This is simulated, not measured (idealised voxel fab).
process module | voxel self aligned contacts
cross-section cut | 220 nm wide | cells 5 nm
A cross-section is a grid of square cells, given in bands from the top down. A band is one or more rows of cells.
Each band's line starts with the height of the band's top and of its bottom, in nm. Then come its materials from left to right, each with its width in nm. One material with "throughout" fills the band from edge to edge. "air" is empty space.
Height 0 is the level under which the wafer as received is all one material. The lowest band goes on downwards, as in "0 down".
A width such as "30 to 40" changes by the same amount from each row of cells to the next, from the band's top row to its bottom row.
"no change" after a step means that no cell of the cross-section changed.
closed voids: empty space of 8 cells or more with no open way to the top, each as width x height at its distance from the left edge, in nm
after a step's settings: what the simulator itself notes on the step
overlay nm, on a step with a mask: how far to the right of its planned place the mask lay; to the left if negative
plan
1 op RECEIVE | material Si
2 op OXIDIZE | depth nm 5
3 op DIRECTIONAL_DEP | material polySi | thk nm 15
4 op DIRECTIONAL_DEP | material SiN | thk nm 15
5 op PATTERN | tone cover | mask id GATE | material resist | width nm 25 | pitch nm 50 | thk nm 15 | overlay nm 0
6 op DIRECTIONAL_ETCH | etch materials SiN | depth nm 15
7 op DIRECTIONAL_ETCH | etch materials polySi | depth nm 20
8 op STRIP | etch materials resist
9 op CONFORMAL_DEP | material SiN | thk nm 5
10 op DIRECTIONAL_ETCH | etch materials SiN | depth nm 5
11 op FILL_DEP | material SiO2 | thk nm 10
12 op CMP | height nm 40
13 op PATTERN | tone open | mask id CONTACT | material resist | width nm 35 | pitch nm 50 | thk nm 15 | overlay nm 0
14 op DIRECTIONAL_ETCH | etch materials SiO2 | depth nm 45
15 op STRIP | etch materials resist
16 op CONFORMAL_DEP | material TiN | thk nm 5
17 op FILL_DEP | material Ru | thk nm 10
18 op CMP | height nm 40
19 op CONFORMAL_DEP | material SiCN | thk nm 5
varied across the wafers: thk nm of step 3. The plan shows the first wafer's value. All wafers start alike
first wafer as received, after step 1
  0 down: Si throughout
  closed voids: none
first wafer at the end, after step 19
  45 to 40: SiCN throughout
  40 to 30: SiO2 65 | TiN 5 to 15 | Ru 25 to 5 | TiN 5 to 15 | SiO2 15 | TiN 5 to 15 | Ru 25 to 5 | TiN 5 to 15 | SiO2 70
  30 to 15: SiO2 40 | SiN 35 | TiN 5 | Ru 5 | TiN 5 | SiN 35 | TiN 5 | Ru 5 | TiN 5 | SiN 35 | SiO2 45
  15 to 0: SiO2 40 | SiN 5 | polySi 25 | SiN 5 | TiN 5 | Ru 5 | TiN 5 | SiN 5 | polySi 25 | SiN 5 | TiN 5 | Ru 5 | TiN 5 | SiN 5 | polySi 25 | SiN 5 | SiO2 45
  0 to -5: SiO2 75 | TiN 15 | SiO2 35 | TiN 15 | SiO2 80
  -5 down: Si throughout
  closed voids: none
last wafer at the end
  45 to 40: SiCN throughout
  40 to 35: SiO2 40 | SiN 35 | TiN 5 | Ru 5 | TiN 5 | SiN 35 | TiN 5 | Ru 5 | TiN 5 | SiN 35 | SiO2 45
  35 to 20: SiO2 40 | SiN 5 | polySi 25 | SiN 5 | TiN 5 | Ru 5 | TiN 5 | SiN 5 | polySi 25 | SiN 5 | TiN 5 | Ru 5 | TiN 5 | SiN 5 | polySi 25 | SiN 5 | SiO2 45
  20 to 15: SiO2 40 | SiN 5 | polySi 25 | SiN 5 | TiN 15 | SiN 5 | polySi 25 | SiN 5 | TiN 15 | SiN 5 | polySi 25 | SiN 5 | SiO2 45
  15 to 0: polySi throughout
  0 to -5: SiO2 throughout
  -5 down: Si throughout
  closed voids: none
each wafer at the end: cells of each material gained (+) or lost (-) since it was received, then its closed voids
thk nm 15 | +24 Ru | -44 Si | +44 SiCN | +81 SiN | +200 SiO2 | +46 TiN | +45 polySi | closed voids: none
thk nm 20 | +16 Ru | -44 Si | +44 SiCN | +87 SiN | +187 SiO2 | +46 TiN | +60 polySi | closed voids: none
thk nm 25 | +12 Ru | -44 Si | +44 SiCN | +87 SiN | +163 SiO2 | +30 TiN | +104 polySi | closed voids: none
thk nm 30 | +10 Ru | -44 Si | +44 SiCN | +66 SiN | +146 SiO2 | +26 TiN | +148 polySi | closed voids: none
thk nm 35 | +8 Ru | -44 Si | +44 SiCN | +45 SiN | +129 SiO2 | +22 TiN | +192 polySi | closed voids: none
